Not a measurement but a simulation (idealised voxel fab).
process module | voxel trench capacitor
cross-section cut | 145 nm wide | cells 5 nm
A cross-section is a grid of square cells, given in bands from the top down. A band is one or more rows of cells.
Each band's line starts with the height of the band's top and of its bottom, in nm. Then come its materials from left to right, each with its width in nm. One material with "throughout" fills the band from edge to edge. "air" is empty space.
Height 0 is the level under which the wafer as received is all one material. The lowest band goes on downwards, as in "0 down".
A width such as "30 to 40" changes by the same amount from each row of cells to the next, from the band's top row to its bottom row.
"no change" after a step means that no cell of the cross-section changed.
closed voids: empty space of 8 cells or more with no open way to the top, each as width x height at its distance from the left edge, in nm
after a step's settings: what the simulator itself notes on the step
overlay nm, on a step with a mask: how far to the right of its planned place the mask lay; to the left if negative
plan
1 op RECEIVE | material Si
2 op CONFORMAL_DEP | material SiN | thk nm 5
3 op DIRECTIONAL_DEP | material aC | thk nm 15
4 op PATTERN | tone open | mask id TRENCH | material resist | width nm 15 | pitch nm 45 | thk nm 35 | overlay nm 0
5 op DIRECTIONAL_ETCH | etch materials aC | depth nm 15
6 op STRIP | etch materials resist
7 op DIRECTIONAL_ETCH | etch materials SiN | depth nm 5
8 op DIRECTIONAL_ETCH | etch materials Si | depth nm 40
9 op STRIP | etch materials aC
10 op CONFORMAL_DEP | material Al2O3 | thk nm 5
11 op FILL_DEP | material polySi | thk nm 10
12 op CMP | height nm 5
first wafer, as planned
as received, after step 1
  0 down: Si throughout
  closed voids: none
after step 2
  5 to 0: SiN throughout
  below 0: unchanged
after step 3
  20 to 5: aC throughout
  below 5: unchanged
after step 4
  55 to 20: resist 40 | air 15 | resist 30 | air 15 | resist 45
  below 20: unchanged
after step 5
  40 to 20: resist 40 | air 15 | resist 30 | air 15 | resist 45
  20 to 5: aC 40 | air 15 | aC 30 | air 15 | aC 45
  below 5: unchanged
after step 6
  20 to 5: aC 40 | air 15 | aC 30 | air 15 | aC 45
  below 5: unchanged
after step 7
  20 to 5: aC 40 | air 15 | aC 30 | air 15 | aC 45
  5 to 0: SiN 40 | air 15 | SiN 30 | air 15 | SiN 45
  below 0: unchanged
after step 8
  20 to 5: aC 40 | air 15 | aC 30 | air 15 | aC 45
  5 to 0: SiN 40 | air 15 | SiN 30 | air 15 | SiN 45
  0 to -40: Si 40 | air 15 | Si 30 | air 15 | Si 45
  below -40: unchanged
after step 9
  5 to 0: SiN 40 | air 15 | SiN 30 | air 15 | SiN 45
  below 0: unchanged
after step 10
  10 to 5: Al2O3 45 | air 5 | Al2O3 40 | air 5 | Al2O3 50
  5 to 0: SiN 40 | Al2O3 5 | air 5 | Al2O3 5 | SiN 30 | Al2O3 5 | air 5 | Al2O3 5 | SiN 45
  0 to -35: Si 40 | Al2O3 5 | air 5 | Al2O3 5 | Si 30 | Al2O3 5 | air 5 | Al2O3 5 | Si 45
  -35 to -40: Si 40 | Al2O3 15 | Si 30 | Al2O3 15 | Si 45
  below -40: unchanged
after step 11
  20 to 10: polySi throughout
  10 to 5: Al2O3 45 | polySi 5 | Al2O3 40 | polySi 5 | Al2O3 50
  5 to 0: SiN 40 | Al2O3 5 | polySi 5 | Al2O3 5 | SiN 30 | Al2O3 5 | polySi 5 | Al2O3 5 | SiN 45
  0 to -35: Si 40 | Al2O3 5 | polySi 5 | Al2O3 5 | Si 30 | Al2O3 5 | polySi 5 | Al2O3 5 | Si 45
  below -35: unchanged
after step 12
  5 to 0: SiN 40 | Al2O3 5 | polySi 5 | Al2O3 5 | SiN 30 | Al2O3 5 | polySi 5 | Al2O3 5 | SiN 45
  below 0: unchanged
second wafer: like start, like plan, one mistake. Through step 3 it matches the first wafer
when step 4 should have ended
  55 to 20: resist 45 | air 15 | resist 30 | air 15 | resist 40
  below 20: unchanged
when step 5 should have ended
  40 to 20: resist 45 | air 15 | resist 30 | air 15 | resist 40
  20 to 5: aC 45 | air 15 | aC 30 | air 15 | aC 40
  below 5: unchanged
when step 6 should have ended
  20 to 5: aC 45 | air 15 | aC 30 | air 15 | aC 40
  below 5: unchanged
when step 7 should have ended
  20 to 5: aC 45 | air 15 | aC 30 | air 15 | aC 40
  5 to 0: SiN 45 | air 15 | SiN 30 | air 15 | SiN 40
  below 0: unchanged
when step 8 should have ended
  20 to 5: aC 45 | air 15 | aC 30 | air 15 | aC 40
  5 to 0: SiN 45 | air 15 | SiN 30 | air 15 | SiN 40
  0 to -40: Si 45 | air 15 | Si 30 | air 15 | Si 40
  below -40: unchanged
when step 9 should have ended
  5 to 0: SiN 45 | air 15 | SiN 30 | air 15 | SiN 40
  below 0: unchanged
when step 10 should have ended
  10 to 5: Al2O3 50 | air 5 | Al2O3 40 | air 5 | Al2O3 45
  5 to 0: SiN 45 | Al2O3 5 | air 5 | Al2O3 5 | SiN 30 | Al2O3 5 | air 5 | Al2O3 5 | SiN 40
  0 to -35: Si 45 | Al2O3 5 | air 5 | Al2O3 5 | Si 30 | Al2O3 5 | air 5 | Al2O3 5 | Si 40
  -35 to -40: Si 45 | Al2O3 15 | Si 30 | Al2O3 15 | Si 40
  below -40: unchanged
when step 11 should have ended
  20 to 10: polySi throughout
  10 to 5: Al2O3 50 | polySi 5 | Al2O3 40 | polySi 5 | Al2O3 45
  5 to 0: SiN 45 | Al2O3 5 | polySi 5 | Al2O3 5 | SiN 30 | Al2O3 5 | polySi 5 | Al2O3 5 | SiN 40
  0 to -35: Si 45 | Al2O3 5 | polySi 5 | Al2O3 5 | Si 30 | Al2O3 5 | polySi 5 | Al2O3 5 | Si 40
  below -35: unchanged
when step 12 should have ended
  5 to 0: SiN 45 | Al2O3 5 | polySi 5 | Al2O3 5 | SiN 30 | Al2O3 5 | polySi 5 | Al2O3 5 | SiN 40
  below 0: unchanged
what went wrong: step 4 ran as: op PATTERN | tone open | mask id TRENCH | material resist | width nm 15 | pitch nm 45 | thk nm 35 | overlay nm 5
at the end the second wafer has, in cells: as many of each material as the first, in other places
